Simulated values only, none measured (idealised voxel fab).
process module | voxel fin reveal
cross-section cut | 285 nm wide | cells 5 nm
A cross-section is a grid of square cells, given in bands from the top down. A band is one or more rows of cells.
Each band's line starts with the height of the band's top and of its bottom, in nm. Then come its materials from left to right, each with its width in nm. One material with "throughout" fills the band from edge to edge. "air" is empty space.
Height 0 is the level under which the wafer as received is all one material. The lowest band goes on downwards, as in "0 down".
A width such as "30 to 40" changes by the same amount from each row of cells to the next, from the band's top row to its bottom row.
"no change" after a step means that no cell of the cross-section changed.
closed voids: empty space of 8 cells or more with no open way to the top, each as width x height at its distance from the left edge, in nm
after a step's settings: what the simulator itself notes on the step
overlay nm, on a step with a mask: how far to the right of its planned place the mask lay; to the left if negative
Each pair below shows a cross-section before one step and the cross-section after it, down to the lowest band that changed. The line under each pair gives the step between them, with its settings. The pairs can come from different runs of this module on the same starting wafer, so a pair continues from the pair above only where its "before" says so.
before
  0 down: Si throughout
  closed voids: none
after
  10 to 0: SiN throughout
  below 0: unchanged
  closed voids: none
the step between: op CONFORMAL_DEP | material SiN | thk nm 10
before: the cross-section after the pair above
after
  10 to 0: air 115 | SiN 15 | air 20 | SiN 15 | air 120
  below 0: unchanged
  closed voids: none
the step between: op MASKED_ETCH | tone cover | mask id FINS | width nm 15 | pitch nm 35 | etch materials SiN | depth nm 10 | overlay nm 0
before: the cross-section after the pair above
after
  10 to 0: air 115 | SiN 15 | air 20 | SiN 15 | air 120
  0 to -30: air 115 | Si 15 | air 20 | Si 15 | air 120
  below -30: unchanged
  closed voids: none
the step between: op MASKED_ETCH | tone cover | mask id FINS | width nm 15 | pitch nm 35 | etch materials Si | depth nm 30 | overlay nm 0
before: the cross-section after the pair above
after
  10 to 0: air 115 | SiN 15 | air 20 | SiN 15 | air 120
  0 to -30: air 115 | SiO2 5 | Si 5 | SiO2 5 | air 20 | SiO2 5 | Si 5 | SiO2 5 | air 120
  -30 to -35: SiO2 120 | Si 5 | SiO2 30 | Si 5 | SiO2 125
  below -35: unchanged
  closed voids: none
the step between: op OXIDIZE | depth nm 5
before: the cross-section after the pair above
after
  25 to 10: SiO2 throughout
  10 to 0: SiO2 115 | SiN 15 | SiO2 20 | SiN 15 | SiO2 120
  0 to -35: SiO2 120 | Si 5 | SiO2 30 | Si 5 | SiO2 125
  below -35: unchanged
  closed voids: none
the step between: op FILL_DEP | material SiO2 | thk nm 15
before: the cross-section after the pair above
after
  10 to 0: SiO2 115 | SiN 15 | SiO2 20 | SiN 15 | SiO2 120
  below 0: unchanged
  closed voids: none
the step between: op CMP | height nm 10
before: the cross-section after the pair above
after
  10 to 0: air 115 | SiN 15 | air 20 | SiN 15 | air 120
  0 to -20: air 120 | Si 5 | air 30 | Si 5 | air 125
  below -20: unchanged
  closed voids: none
the step between: op SELECTIVE_ETCH | etch materials SiO2 | depth nm 30
before: the cross-section after the pair above
after
  0 to -20: air 120 | Si 5 | air 30 | Si 5 | air 125
  below -20: unchanged
  closed voids: none
the step between: op STRIP | etch materials SiN
before
  25 to 10: SiO2 throughout
  10 to 0: SiO2 115 | SiN 15 | SiO2 20 | SiN 15 | SiO2 120
  0 to -35: SiO2 120 | Si 5 | SiO2 30 | Si 5 | SiO2 125
  -35 down: Si throughout
  closed voids: none
after
  10 to 0: air 115 | SiN 15 | air 20 | SiN 15 | air 120
  0 to -5: air 120 | Si 5 | air 30 | Si 5 | air 125
  below -5: unchanged
  closed voids: none
the step between: op SELECTIVE_ETCH | etch materials SiO2 | depth nm 30
before: the cross-section after the pair above
after
  0 to -5: air 120 | Si 5 | air 30 | Si 5 | air 125
  below -5: unchanged
  closed voids: none
the step between: op STRIP | etch materials SiN
before
  10 to 0: air 115 | SiN 15 | air 20 | SiN 15 | air 120
  0 to -30: air 115 | Si 15 | air 20 | Si 15 | air 120
  -30 down: Si throughout
  closed voids: none
after
  10 to 0: air 115 | SiN 15 | air 20 | SiN 15 | air 120
  0 to -60: air 115 | Si 15 | air 20 | Si 15 | air 120
  below -60: unchanged
  closed voids: none
the step between: op MASKED_ETCH | tone cover | mask id FINS | width nm 15 | pitch nm 35 | etch materials Si | depth nm 30 | overlay nm 0
before: the cross-section after the pair above
after
  10 to 0: air 115 | SiN 15 | air 20 | SiN 15 | air 120
  0 to -60: air 115 | SiO2 5 | Si 5 | SiO2 5 | air 20 | SiO2 5 | Si 5 | SiO2 5 | air 120
  -60 to -65: SiO2 120 | Si 5 | SiO2 30 | Si 5 | SiO2 125
  below -65: unchanged
  closed voids: none
the step between: op OXIDIZE | depth nm 5
before: the cross-section after the pair above
after
  25 to 10: SiO2 throughout
  10 to 0: SiO2 115 | SiN 15 | SiO2 20 | SiN 15 | SiO2 120
  0 to -65: SiO2 120 | Si 5 | SiO2 30 | Si 5 | SiO2 125
  below -65: unchanged
  closed voids: none
the step between: op FILL_DEP | material SiO2 | thk nm 15
before: the cross-section after the pair above
after
  10 to 0: SiO2 115 | SiN 15 | SiO2 20 | SiN 15 | SiO2 120
  below 0: unchanged
  closed voids: none
the step between: op CMP | height nm 10
before: the cross-section after the pair above
after
  10 to 0: air 115 | SiN 15 | air 20 | SiN 15 | air 120
  0 to -20: air 120 | Si 5 | air 30 | Si 5 | air 125
  below -20: unchanged
  closed voids: none
the step between: op SELECTIVE_ETCH | etch materials SiO2 | depth nm 30
before: the cross-section after the pair above
after
  0 to -20: air 120 | Si 5 | air 30 | Si 5 | air 125
  below -20: unchanged
  closed voids: none
the step between: op STRIP | etch materials SiN
before
  10 to 0: SiO2 115 | SiN 15 | SiO2 20 | SiN 15 | SiO2 120
  0 to -35: SiO2 120 | Si 5 | SiO2 30 | Si 5 | SiO2 125
  -35 down: Si throughout
  closed voids: none
after
  10 to 0: SiO2 115 | air 15 | SiO2 20 | air 15 | SiO2 120
  below 0: unchanged
  closed voids: none
the step between: op STRIP | etch materials SiN
before: the cross-section after the pair above
after
  0 to -20: air 120 | Si 5 | air 30 | Si 5 | air 125
  -20 to -30: SiO2 85 | air 35 | Si 5 | air 30 | Si 5 | air 35 | SiO2 90
  below -30: unchanged
  closed voids: none
the step between: op SELECTIVE_ETCH | etch materials SiO2 | depth nm 30
before
  10 to 0: air 115 | SiN 15 | air 20 | SiN 15 | air 120
  0 down: Si throughout
  closed voids: none
after
  10 to 0: air 115 | SiN 15 | air 20 | SiN 15 | air 120
  0 to -20: air 115 | Si 15 | air 20 | Si 15 | air 120
  below -20: unchanged
  closed voids: none
the step between: op MASKED_ETCH | tone cover | mask id FINS | width nm 15 | pitch nm 35 | etch materials Si | depth nm 20 | overlay nm 0
before: the cross-section after the pair above
after
  10 to 0: air 115 | SiN 15 | air 20 | SiN 15 | air 120
  0 to -20: air 115 | SiO2 5 | Si 5 | SiO2 5 | air 20 | SiO2 5 | Si 5 | SiO2 5 | air 120
  -20 to -25: SiO2 120 | Si 5 | SiO2 30 | Si 5 | SiO2 125
  below -25: unchanged
  closed voids: none
the step between: op OXIDIZE | depth nm 5
before: the cross-section after the pair above
after
  25 to 10: SiO2 throughout
  10 to 0: SiO2 115 | SiN 15 | SiO2 20 | SiN 15 | SiO2 120
  0 to -25: SiO2 120 | Si 5 | SiO2 30 | Si 5 | SiO2 125
  below -25: unchanged
  closed voids: none
the step between: op FILL_DEP | material SiO2 | thk nm 15
before: the cross-section after the pair above
after
  10 to 0: SiO2 115 | SiN 15 | SiO2 20 | SiN 15 | SiO2 120
  below 0: unchanged
  closed voids: none
the step between: op CMP | height nm 10
before: the cross-section after the pair above
after
  10 to 0: air 115 | SiN 15 | air 20 | SiN 15 | air 120
  0 to -20: air 120 | Si 5 | air 30 | Si 5 | air 125
  below -20: unchanged
  closed voids: none
the step between: op SELECTIVE_ETCH | etch materials SiO2 | depth nm 30
before: the cross-section after the pair above
after
  0 to -20: air 120 | Si 5 | air 30 | Si 5 | air 125
  below -20: unchanged
  closed voids: none
the step between: op STRIP | etch materials SiN
before
  10 to 0: SiN throughout
  0 down: Si throughout
  closed voids: none
after
  10 to 0: air 115 | SiN 20 | air 15 | SiN 20 | air 115
  below 0: unchanged
  closed voids: none
the step between: op MASKED_ETCH | tone cover | mask id FINS | width nm 20 | pitch nm 35 | etch materials SiN | depth nm 10 | overlay nm 0
before: the cross-section after the pair above
after
  10 to 0: air 115 | SiN 20 | air 15 | SiN 20 | air 115
  0 to -30: air 115 | Si 20 | air 15 | Si 20 | air 115
  below -30: unchanged
  closed voids: none
the step between: op MASKED_ETCH | tone cover | mask id FINS | width nm 15 | pitch nm 35 | etch materials Si | depth nm 30 | overlay nm 0
before: the cross-section after the pair above
after
  10 to 0: air 115 | SiN 20 | air 15 | SiN 20 | air 115
  0 to -30: air 115 | SiO2 5 | Si 10 | SiO2 5 | air 15 | SiO2 5 | Si 10 | SiO2 5 | air 115
  -30 to -35: SiO2 120 | Si 10 | SiO2 25 | Si 10 | SiO2 120
  below -35: unchanged
  closed voids: none
the step between: op OXIDIZE | depth nm 5
before: the cross-section after the pair above
after
  25 to 10: SiO2 throughout
  10 to 0: SiO2 115 | SiN 20 | SiO2 15 | SiN 20 | SiO2 115
  0 to -35: SiO2 120 | Si 10 | SiO2 25 | Si 10 | SiO2 120
  below -35: unchanged
  closed voids: none
the step between: op FILL_DEP | material SiO2 | thk nm 15
before: the cross-section after the pair above
after
  10 to 0: SiO2 115 | SiN 20 | SiO2 15 | SiN 20 | SiO2 115
  below 0: unchanged
  closed voids: none
the step between: op CMP | height nm 10
before: the cross-section after the pair above
after
  10 to 0: air 115 | SiN 20 | air 15 | SiN 20 | air 115
  0 to -20: air 120 | Si 10 | air 25 | Si 10 | air 120
  below -20: unchanged
  closed voids: none
the step between: op SELECTIVE_ETCH | etch materials SiO2 | depth nm 30
before: the cross-section after the pair above
after
  0 to -20: air 120 | Si 10 | air 25 | Si 10 | air 120
  below -20: unchanged
  closed voids: none
the step between: op STRIP | etch materials SiN
before
  10 to 0: air 115 | SiN 15 | air 20 | SiN 15 | air 120
  0 down: Si throughout
  closed voids: none
after
  10 to 0: air 115 | SiN 15 | air 20 | SiN 15 | air 120
  0 to -30: air 115 | Si 25 | air 10 | Si 25 | air 110
  below -30: unchanged
  closed voids: none
the step between: op MASKED_ETCH | tone cover | mask id FINS | width nm 15 | pitch nm 35 | etch materials Si | depth nm 30 | overlay nm 10
before: the cross-section after the pair above
after
  10 to 0: air 115 | SiN 15 | air 20 | SiN 15 | air 120
  0 to -5: air 115 | SiO2 5 | Si 5 | SiO2 15 | air 10 | SiO2 5 | Si 5 | SiO2 15 | air 110
  -5 to -30: air 115 | SiO2 5 | Si 15 | SiO2 5 | air 10 | SiO2 5 | Si 15 | SiO2 5 | air 110
  -30 to -35: SiO2 120 | Si 15 | SiO2 20 | Si 15 | SiO2 115
  below -35: unchanged
  closed voids: none
the step between: op OXIDIZE | depth nm 5
before: the cross-section after the pair above
after
  25 to 10: SiO2 throughout
  10 to 0: SiO2 115 | SiN 15 | SiO2 20 | SiN 15 | SiO2 120
  0 to -5: SiO2 120 | Si 5 | SiO2 30 | Si 5 | SiO2 125
  -5 to -35: SiO2 120 | Si 15 | SiO2 20 | Si 15 | SiO2 115
  below -35: unchanged
  closed voids: none
the step between: op FILL_DEP | material SiO2 | thk nm 15
before: the cross-section after the pair above
after
  10 to 0: SiO2 115 | SiN 15 | SiO2 20 | SiN 15 | SiO2 120
  below 0: unchanged
  closed voids: none
the step between: op CMP | height nm 10
before: the cross-section after the pair above
after
  10 to 0: air 115 | SiN 15 | air 20 | SiN 15 | air 120
  0 to -5: air 120 | Si 5 | air 30 | Si 5 | air 125
  -5 to -20: air 120 | Si 15 | air 20 | Si 15 | air 115
  below -20: unchanged
  closed voids: none
the step between: op SELECTIVE_ETCH | etch materials SiO2 | depth nm 30
before: the cross-section after the pair above
after
  0 to -5: air 120 | Si 5 | air 30 | Si 5 | air 125
  below -5: unchanged
  closed voids: none
the step between: op STRIP | etch materials SiN
before
  10 to 0: air 115 | SiN 15 | air 20 | SiN 15 | air 120
  0 to -20: air 120 | Si 5 | air 30 | Si 5 | air 125
  -20 to -35: SiO2 120 | Si 5 | SiO2 30 | Si 5 | SiO2 125
  -35 down: Si throughout
  closed voids: none
after
  10 to 0: air 115 | SiN 15 | air 20 | SiN 15 | air 120
  0 to -35: air 120 | Si 5 | air 30 | Si 5 | air 125
  below -35: unchanged
  closed voids: none
the step between: op STRIP | etch materials SiO2
before
  10 to 0: SiN throughout
  0 down: Si throughout
  closed voids: none
after
  10 to 0: SiN 115 | air 15 | SiN 20 | air 15 | SiN 120
  below 0: unchanged
  closed voids: none
the step between: op MASKED_ETCH | tone open | mask id FINS | width nm 15 | pitch nm 35 | etch materials SiN | depth nm 10 | overlay nm 0
before: the cross-section after the pair above
after
  10 to 0: SiN 115 | air 15 | SiN 20 | air 15 | SiN 120
  0 to -5: Si 110 | SiO2 25 | Si 10 | SiO2 25 | Si 115
  below -5: unchanged
  closed voids: none
the step between: op OXIDIZE | depth nm 5
before: the cross-section after the pair above
after
  25 to 10: SiO2 throughout
  10 to 0: SiN 115 | SiO2 15 | SiN 20 | SiO2 15 | SiN 120
  below 0: unchanged
  closed voids: none
the step between: op FILL_DEP | material SiO2 | thk nm 15
before: the cross-section after the pair above
after
  10 to 0: SiN 115 | SiO2 15 | SiN 20 | SiO2 15 | SiN 120
  below 0: unchanged
  closed voids: none
the step between: op CMP | height nm 10
before: the cross-section after the pair above
after
  10 to 0: SiN 115 | air 15 | SiN 20 | air 15 | SiN 120
  0 to -5: Si 110 | air 25 | Si 10 | air 25 | Si 115
  below -5: unchanged
  closed voids: none
the step between: op SELECTIVE_ETCH | etch materials SiO2 | depth nm 30
before: the cross-section after the pair above
after
  0 to -5: Si 110 | air 25 | Si 10 | air 25 | Si 115
  below -5: unchanged
  closed voids: none
the step between: op STRIP | etch materials SiN
